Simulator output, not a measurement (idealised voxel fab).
The following process module bears the name voxel self aligned vias.
Shown is cross-section cut, with a width of 285 nm and square cells of size 5 nm.
A cross-section is a grid of square cells, given in bands from the top down. A band is one or more rows of cells. A band entry consists of two parts. The first gives the height of the band's top and the height of its bottom, in nm. The rest lists the band's materials from left to right, each with its width in nm. A single material labelled with the word "edge to edge" fills the band from edge to edge, and the word "blank" marks empty space. Below 0: as-received wafer, all one material; heights counted from there. Lowest band: no bottom, goes on down, written "z 0 and below". Think of "30->40" as a width that walks from the first number to the second as you go down the band, top row to bottom row, taking equal-sized steps from row to row. Take "remains unaltered" at face value: in the step it is given for, the cross-section changed in none of its cells. The entry "Enclosed void listing" lists the empty spaces that cover at least 8 cells and have no open path to the top. Each is written as width x height at distance, where the distance is measured from the left edge and all three values are in nm. On each step's line, the part that comes after the settings is the simulator's own comment on the step. Among the settings permitted on a step's line is "overlay nm"; applied to a step with a mask, it specifies the extent to which the mask lay to the right of its planned position, whereas a negative figure signifies a position to the left.
**So here's the lineup of process steps we planned**
1. op RECEIVE | material Si
2. op CONFORMAL_DEP | material SiO2 | thk nm 10
3. op CONFORMAL_DEP | material SiCN | thk nm 5
4. op DIRECTIONAL_DEP | material SiO2 | thk nm 30
5. op PATTERN | tone open | mask id LINES | material resist | width nm 30 | pitch nm 60 | thk nm 15 | overlay nm 0
6. op DIRECTIONAL_ETCH | etch materials SiO2 | depth nm 30
7. op STRIP | etch materials resist
8. op CONFORMAL_DEP | material TiN | thk nm 5
9. op FILL_DEP | material W | thk nm 5
10. op CMP | height nm 45
11. op SELECTIVE_ETCH | etch materials W Ru TiN | depth nm 10
12. op FILL_DEP | material SiN | thk nm 5
13. op CMP | height nm 45
14. op DIRECTIONAL_DEP | material SiO2 | thk nm 15
15. op MASKED_ETCH | tone open | mask id VIAS | width nm 40 | pitch nm 60 | etch materials SiO2 | depth nm 15 | overlay nm 0
16. op MASKED_ETCH | tone open | mask id VIAS | width nm 40 | pitch nm 60 | etch materials SiN | depth nm 10 | overlay nm 0
17. op CONFORMAL_DEP | material TiN | thk nm 5
18. op FILL_DEP | material W | thk nm 10
19. op CMP | height nm 60
20. op CONFORMAL_DEP | material SiCN | thk nm 5
**As-received state of the wafer in cross-section, equivalent to post-step 1**
> z 0 and below  Si edge to edge
> Enclosed void listing: none
**First wafer of two, sectioned at end of module; run went per plan**
> z 65 to 60  SiCN edge to edge
> z 60 to 50  SiO2 90 nm; TiN 5 nm; W 30 nm; TiN 5 nm; SiO2 20 nm; TiN 5 nm; W 30 nm; TiN 5 nm; SiO2 95 nm
> z 50 to 40  SiO2 90->95 nm; TiN 10->5 nm; W 20 nm; TiN 10->5 nm; SiO2 20->30 nm; TiN 10->5 nm; W 20 nm; TiN 10->5 nm; SiO2 95->100 nm
> z 40 to 35  SiO2 95 nm; TiN 30 nm; SiO2 30 nm; TiN 30 nm; SiO2 100 nm
> z 35 to 20  SiO2 95 nm; TiN 5 nm; W 20 nm; TiN 5 nm; SiO2 30 nm; TiN 5 nm; W 20 nm; TiN 5 nm; SiO2 100 nm
> z 20 to 15  SiO2 95 nm; TiN 30 nm; SiO2 30 nm; TiN 30 nm; SiO2 100 nm
> z 15 to 10  SiCN edge to edge
> z 10 to 0  SiO2 edge to edge
> z 0 and below  Si edge to edge
> Enclosed void listing: none
**Cross-sectional image of the second wafer of the two following completion of the module. Starting state and process plan were the same as for the first wafer; one execution error occurred**
> z 65 to 60  SiCN edge to edge
> z 60 to 40  SiO2 90 nm; TiN 5 nm; W 30 nm; TiN 5 nm; SiO2 20 nm; TiN 5 nm; W 30 nm; TiN 5 nm; SiO2 95 nm
> z 40 to 35  SiO2 90 nm; TiN 40 nm; SiO2 20 nm; TiN 40 nm; SiO2 95 nm
> z 35 to 30  SiO2 90 nm; TiN 10 nm; W 20 nm; TiN 10 nm; SiO2 20 nm; TiN 10 nm; W 20 nm; TiN 10 nm; SiO2 95 nm
> z 30 to 20  SiO2 95 nm; TiN 5 nm; W 20 nm; TiN 5 nm; SiO2 30 nm; TiN 5 nm; W 20 nm; TiN 5 nm; SiO2 100 nm
> z 20 to 15  SiO2 95 nm; TiN 30 nm; SiO2 30 nm; TiN 30 nm; SiO2 100 nm
> z 15 to 10  SiCN edge to edge
> z 10 to 0  SiO2 edge to edge
> z 0 and below  Si edge to edge
> Enclosed void listing: none
Diagnosis: yeah, plan step 15 got run twice
Final comparison by cell count, materials where the second wafer has more or fewer than the first: SiO2: 12 fewer, TiN: 4 more, W: 8 more
